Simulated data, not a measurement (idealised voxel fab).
Process module heading - voxel wiring stack
Section cut is 290 nm wide and gridded with 5 nm square cells.
Cross-section layout: square cells on a grid; listed as bands, top to bottom; a band spans one or more cell rows. Quick guide to a band line: top height, bottom height (nm) up front; then every material left to right with its width in nm. Only one material and it's marked "all across"? Then it fills the band edge to edge. And "blank" just means empty space. For the purposes of this specification, 0 denotes the height below which the wafer in its as-received condition is composed wholly of one material, and the lowermost band, lacking a lower limit, extends downward without end, as expressed in "z 0 and below". A two-number width, for instance "30..40", indicates that the width is equal to the first number in the top row of the band and to the second number in the bottom row, and that it changes by a constant amount per row of cells. Where the words "nothing different" appear for a step, the cross-section shows no cell changed by that step; every cell remained as before. Fully sealed cavities: empty space of 8 cells or more with no open way to the top, each as width x height at its distance from the left edge, in nm. Heads up: the bit after the settings on a step's line is the simulator's remark on that step. On any step carrying a mask, the "overlay nm" setting, if present on the step's line, tells how far right of its planned place the mask lay; negative values point to the left.
PLAN
1) RECEIVE with material Si
2) CONFORMAL_DEP with material SiO2, thk nm 15
3) DIRECTIONAL_DEP with material TiN, thk nm 5
4) DIRECTIONAL_DEP with material Ru, thk nm 25
5) PATTERN with tone cover, mask id METAL_1, material resist, width nm 30, pitch nm 50, thk nm 20, overlay nm 0
6) DIRECTIONAL_ETCH with etch materials Ru, depth nm 25
7) DIRECTIONAL_ETCH with etch materials TiN, depth nm 5
8) STRIP with etch materials resist
9) FILL_DEP with material lowk, thk nm 10
10) CMP with height nm 45
11) CONFORMAL_DEP with material SiCN, thk nm 5
12) DIRECTIONAL_DEP with material lowk, thk nm 20
13) MASKED_ETCH with tone open, mask id PLUG_1, width nm 15, pitch nm 50, etch materials lowk, depth nm 20, overlay nm 0
14) MASKED_ETCH with tone open, mask id PLUG_1, width nm 15, pitch nm 50, etch materials SiCN, depth nm 5, overlay nm 0
15) CONFORMAL_DEP with material TiN, thk nm 5
16) FILL_DEP with material Cu, thk nm 5
17) CMP with height nm 70
18) DIRECTIONAL_DEP with material TiN, thk nm 5
19) DIRECTIONAL_DEP with material Ru, thk nm 15
20) DIRECTIONAL_DEP with material aC, thk nm 15
21) PATTERN with tone cover, mask id METAL_2, material resist, width nm 30, pitch nm 50, thk nm 30, overlay nm 0
22) DIRECTIONAL_ETCH with etch materials aC, depth nm 15
23) STRIP with etch materials resist
24) DIRECTIONAL_ETCH with etch materials Ru, depth nm 15
25) DIRECTIONAL_ETCH with etch materials TiN, depth nm 5
26) STRIP with etch materials aC
27) CONFORMAL_DEP with material SiCN, thk nm 5
28) FILL_DEP with material lowk, thk nm 10
29) CMP with height nm 90
30) CONFORMAL_DEP with material SiN, thk nm 5
WAFER AT RECEIPT (POST STEP 1), CROSS-SECTION
* z 0 and below: Si all across
* Fully sealed cavities: none
ONE MISTAKE IN RUNNING THE MODULE, OTHERWISE START AND PLAN AS ABOVE: CROSS-SECTION AT THE END
* z 95 to 90: SiN all across
* z 90 to 75: lowk 105, then SiCN 5, then Ru 20, then SiCN 5, then lowk 20, then SiCN 5, then Ru 20, then SiCN 5, then lowk 105
* z 75 to 70: SiCN 110, then TiN 20, then SiCN 30, then TiN 20, then SiCN 110
* z 70 to 50: lowk 105, then TiN 5, then Cu 5, then TiN 5, then lowk 35, then TiN 5, then Cu 5, then TiN 5, then lowk 120
* z 50 to 45: SiCN 105, then TiN 15, then SiCN 35, then TiN 15, then SiCN 120
* z 45 to 20: lowk 105, then Ru 30, then lowk 20, then Ru 30, then lowk 105
* z 20 to 15: lowk 105, then TiN 30, then lowk 20, then TiN 30, then lowk 105
* z 15 to 0: SiO2 all across
* z 0 and below: Si all across
* Fully sealed cavities: none
What broke from the plan during processing? so step 21 ended up running with a different setting than we planned, it ran as PATTERN with tone cover, mask id METAL_2, material resist, width nm 20, pitch nm 50, thk nm 30, overlay nm 0
